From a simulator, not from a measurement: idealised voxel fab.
process module | voxel transistor to metal
cross-section cut | 175 nm wide | cells 5 nm
A cross-section is a grid of square cells, given in bands from the top down. A band is one or more rows of cells.
Each band's line starts with the height of the band's top and of its bottom, in nm. Then come its materials from left to right, each with its width in nm. One material with "throughout" fills the band from edge to edge. "air" is empty space.
Height 0 is the level under which the wafer as received is all one material. The lowest band goes on downwards, as in "0 down".
A width such as "30 to 40" changes by the same amount from each row of cells to the next, from the band's top row to its bottom row.
"no change" after a step means that no cell of the cross-section changed.
closed voids: empty space of 8 cells or more with no open way to the top, each as width x height at its distance from the left edge, in nm
after a step's settings: what the simulator itself notes on the step
overlay nm, on a step with a mask: how far to the right of its planned place the mask lay; to the left if negative
plan
1 op RECEIVE | material Si
2 op OXIDIZE | depth nm 5
3 op CONFORMAL_DEP | material SiN | thk nm 15
4 op MASKED_ETCH | tone cover | mask id ACTIVE | width nm 105 | etch materials SiN | depth nm 15 | overlay nm 0
5 op MASKED_ETCH | tone cover | mask id ACTIVE | width nm 105 | etch materials SiO2 | depth nm 5 | overlay nm 0
6 op MASKED_ETCH | tone cover | mask id ACTIVE | width nm 105 | etch materials Si | depth nm 25 | overlay nm 0
7 op OXIDIZE | depth nm 5
8 op FILL_DEP | material SiO2 | thk nm 5
9 op CMP | height nm 15
10 op SELECTIVE_ETCH | etch materials SiO2 | depth nm 15
11 op STRIP | etch materials SiN
12 op SELECTIVE_ETCH | etch materials SiO2 | depth nm 5
13 op OXIDIZE | depth nm 5
14 op DIRECTIONAL_DEP | material polySi | thk nm 20
15 op DIRECTIONAL_DEP | material SiCN | thk nm 10
16 op DIRECTIONAL_DEP | material aC | thk nm 15
17 op PATTERN | tone cover | mask id GATE | material resist | width nm 35 | thk nm 35 | overlay nm 0
18 op DIRECTIONAL_ETCH | etch materials aC | depth nm 15
19 op STRIP | etch materials resist
20 op DIRECTIONAL_ETCH | etch materials SiCN | depth nm 20
21 op DIRECTIONAL_ETCH | etch materials polySi | depth nm 30
22 op STRIP | etch materials aC
23 op CONFORMAL_DEP | material SiN | thk nm 5
24 op DIRECTIONAL_ETCH | etch materials SiN | depth nm 5
25 op DIRECTIONAL_ETCH | etch materials SiO2 | depth nm 5
26 op DIRECTIONAL_ETCH | etch materials Si | depth nm 10
27 op EPI | material SiGe | thk nm 15
28 op FILL_DEP | material SiO2 | thk nm 5
29 op CMP | height nm 15
30 op STRIP | etch materials polySi
31 op SELECTIVE_ETCH | etch materials SiO2 | depth nm 5
32 op CONFORMAL_DEP | material HfO2 | thk nm 5
33 op CONFORMAL_DEP | material TiN | thk nm 5
34 op FILL_DEP | material W | thk nm 5
35 op CMP | height nm 10
36 op DIRECTIONAL_DEP | material SiO2 | thk nm 15
37 op MASKED_ETCH | tone open | mask id CONTACT | width nm 15 | pitch nm 80 | etch materials SiO2 | depth nm 30 | overlay nm 0
38 op CONFORMAL_DEP | material TiN | thk nm 5
39 op FILL_DEP | material W | thk nm 5
40 op CMP | height nm 25
41 op DIRECTIONAL_DEP | material TiN | thk nm 5
42 op DIRECTIONAL_DEP | material W | thk nm 15
43 op MASKED_ETCH | tone cover | mask id METAL_1 | width nm 15 | pitch nm 80 | etch materials W | depth nm 15 | overlay nm 0
44 op MASKED_ETCH | tone cover | mask id METAL_1 | width nm 15 | pitch nm 80 | etch materials TiN | depth nm 5 | overlay nm 0
45 op CONFORMAL_DEP | material SiCN | thk nm 5
46 op FILL_DEP | material lowk | thk nm 5
47 op CMP | height nm 45
48 op CONFORMAL_DEP | material SiCN | thk nm 5
49 op DIRECTIONAL_DEP | material SiO2 | thk nm 30
50 op PATTERN | tone open | mask id METAL_2 | material resist | width nm 15 | pitch nm 80 | thk nm 15 | overlay nm 0
51 op DIRECTIONAL_ETCH | etch materials SiO2 | depth nm 15
52 op STRIP | etch materials resist
53 op DIRECTIONAL_DEP | material aC | thk nm 10
54 op PATTERN | tone open | mask id METAL_2_HOLES | material resist | width nm 15 | pitch nm 80 | thk nm 30 | overlay nm 0
55 op DIRECTIONAL_ETCH | etch materials aC | depth nm 10
56 op STRIP | etch materials resist
57 op DIRECTIONAL_ETCH | etch materials SiO2 | depth nm 15
58 op DIRECTIONAL_ETCH | etch materials SiCN | depth nm 5
59 op STRIP | etch materials aC
60 op CONFORMAL_DEP | material TiN | thk nm 5
61 op FILL_DEP | material Cu | thk nm 10
62 op CMP | height nm 80
63 op CONFORMAL_DEP | material SiCN | thk nm 5
varied across the wafers: thk nm of step 63. The plan shows the first wafer's value. All wafers start alike
first wafer as received, after step 1
  0 down: Si throughout
  closed voids: none
each wafer at the end: cells of each material gained (+) or lost (-) since it was received, then its closed voids
thk nm 5 | +12 Cu | +15 HfO2 | -170 Si | +105 SiCN | +44 SiGe | +6 SiN | +407 SiO2 | +71 TiN | +30 W | +75 lowk | closed voids: none
thk nm 10 | +12 Cu | +15 HfO2 | -170 Si | +140 SiCN | +44 SiGe | +6 SiN | +407 SiO2 | +71 TiN | +30 W | +75 lowk | closed voids: none
thk nm 15 | +12 Cu | +15 HfO2 | -170 Si | +175 SiCN | +44 SiGe | +6 SiN | +407 SiO2 | +71 TiN | +30 W | +75 lowk | closed voids: none
thk nm 20 | +12 Cu | +15 HfO2 | -170 Si | +210 SiCN | +44 SiGe | +6 SiN | +407 SiO2 | +71 TiN | +30 W | +75 lowk | closed voids: none
